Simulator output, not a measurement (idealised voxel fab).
process module | voxel self aligned vias
cross-section cut | 210 nm wide | cells 5 nm
A cross-section is a grid of square cells, given in bands from the top down. A band is one or more rows of cells.
Each band's line starts with the height of the band's top and of its bottom, in nm. Then come its materials from left to right, each with its width in nm. One material with "throughout" fills the band from edge to edge. "air" is empty space.
Height 0 is the level under which the wafer as received is all one material. The lowest band goes on downwards, as in "0 down".
A width such as "30 to 40" changes by the same amount from each row of cells to the next, from the band's top row to its bottom row.
"no change" after a step means that no cell of the cross-section changed.
closed voids: empty space of 8 cells or more with no open way to the top, each as width x height at its distance from the left edge, in nm
after a step's settings: what the simulator itself notes on the step
overlay nm, on a step with a mask: how far to the right of its planned place the mask lay; to the left if negative
plan
1 op RECEIVE | material Si
2 op CONFORMAL_DEP | material SiO2 | thk nm 10
3 op CONFORMAL_DEP | material SiCN | thk nm 5
4 op DIRECTIONAL_DEP | material lowk | thk nm 30
5 op PATTERN | tone open | mask id LINES | material resist | width nm 20 | pitch nm 55 | thk nm 15 | overlay nm 0
6 op DIRECTIONAL_ETCH | etch materials lowk | depth nm 30
7 op STRIP | etch materials resist
8 op CONFORMAL_DEP | material TiN | thk nm 5
9 op FILL_DEP | material W | thk nm 10
10 op CMP | height nm 45
11 op SELECTIVE_ETCH | etch materials W Ru TiN | depth nm 10
12 op FILL_DEP | material SiN | thk nm 5
13 op CMP | height nm 45
14 op DIRECTIONAL_DEP | material lowk | thk nm 20
15 op MASKED_ETCH | tone open | mask id VIAS | width nm 40 | etch materials lowk | depth nm 20 | overlay nm 0
16 op MASKED_ETCH | tone open | mask id VIAS | width nm 40 | etch materials SiN | depth nm 10 | overlay nm 0
17 op CONFORMAL_DEP | material TiN | thk nm 5
18 op FILL_DEP | material W | thk nm 10
19 op CMP | height nm 65
20 op CONFORMAL_DEP | material SiCN | thk nm 5
first wafer, as planned
as received, after step 1
  0 down: Si throughout
  closed voids: none
after step 2
  10 to 0: SiO2 throughout
  below 0: unchanged
after step 3
  15 to 10: SiCN throughout
  below 10: unchanged
after step 4
  45 to 15: lowk throughout
  below 15: unchanged
after step 5
  60 to 45: resist 65 | air 20 | resist 35 | air 20 | resist 70
  below 45: unchanged
after step 6
  60 to 45: resist 65 | air 20 | resist 35 | air 20 | resist 70
  45 to 15: lowk 65 | air 20 | lowk 35 | air 20 | lowk 70
  below 15: unchanged
after step 7
  45 to 15: lowk 65 | air 20 | lowk 35 | air 20 | lowk 70
  below 15: unchanged
after step 8
  50 to 45: TiN 70 | air 10 | TiN 45 | air 10 | TiN 75
  45 to 20: lowk 65 | TiN 5 | air 10 | TiN 5 | lowk 35 | TiN 5 | air 10 | TiN 5 | lowk 70
  20 to 15: lowk 65 | TiN 20 | lowk 35 | TiN 20 | lowk 70
  below 15: unchanged
after step 9
  60 to 50: W throughout
  50 to 45: TiN 70 | W 10 | TiN 45 | W 10 | TiN 75
  45 to 20: lowk 65 | TiN 5 | W 10 | TiN 5 | lowk 35 | TiN 5 | W 10 | TiN 5 | lowk 70
  below 20: unchanged
after step 10
  45 to 20: lowk 65 | TiN 5 | W 10 | TiN 5 | lowk 35 | TiN 5 | W 10 | TiN 5 | lowk 70
  below 20: unchanged
after step 11
  45 to 35: lowk 65 | air 20 | lowk 35 | air 20 | lowk 70
  below 35: unchanged
after step 12
  50 to 45: SiN throughout
  45 to 35: lowk 65 | SiN 20 | lowk 35 | SiN 20 | lowk 70
  below 35: unchanged
after step 13
  45 to 35: lowk 65 | SiN 20 | lowk 35 | SiN 20 | lowk 70
  below 35: unchanged
after step 14
  65 to 45: lowk throughout
  below 45: unchanged
after step 15
  65 to 45: lowk 55 | air 40 | lowk 115
  below 45: unchanged
after step 16
  65 to 45: lowk 55 | air 40 | lowk 115
  45 to 35: lowk 65 | air 20 | lowk 35 | SiN 20 | lowk 70
  below 35: unchanged
after step 17
  70 to 65: TiN 60 | air 30 | TiN 120
  65 to 50: lowk 55 | TiN 5 | air 30 | TiN 5 | lowk 115
  50 to 45: lowk 55 | TiN 15 | air 10 | TiN 15 | lowk 115
  45 to 40: lowk 65 | TiN 5 | air 10 | TiN 5 | lowk 35 | SiN 20 | lowk 70
  40 to 35: lowk 65 | TiN 20 | lowk 35 | SiN 20 | lowk 70
  below 35: unchanged
after step 18
  80 to 70: W throughout
  70 to 65: TiN 60 | W 30 | TiN 120
  65 to 50: lowk 55 | TiN 5 | W 30 | TiN 5 | lowk 115
  50 to 45: lowk 55 | TiN 15 | W 10 | TiN 15 | lowk 115
  45 to 40: lowk 65 | TiN 5 | W 10 | TiN 5 | lowk 35 | SiN 20 | lowk 70
  below 40: unchanged
after step 19
  65 to 50: lowk 55 | TiN 5 | W 30 | TiN 5 | lowk 115
  below 50: unchanged
after step 20
  70 to 65: SiCN throughout
  below 65: unchanged
second wafer: like start, like plan, one mistake. Through step 18 it matches the first wafer
when step 19 should have ended: no change
when step 20 should have ended
  85 to 80: SiCN throughout
  below 80: unchanged
what went wrong: step 19 was left out
at the end the second wafer has, in cells: 36 more of TiN | 90 more of W
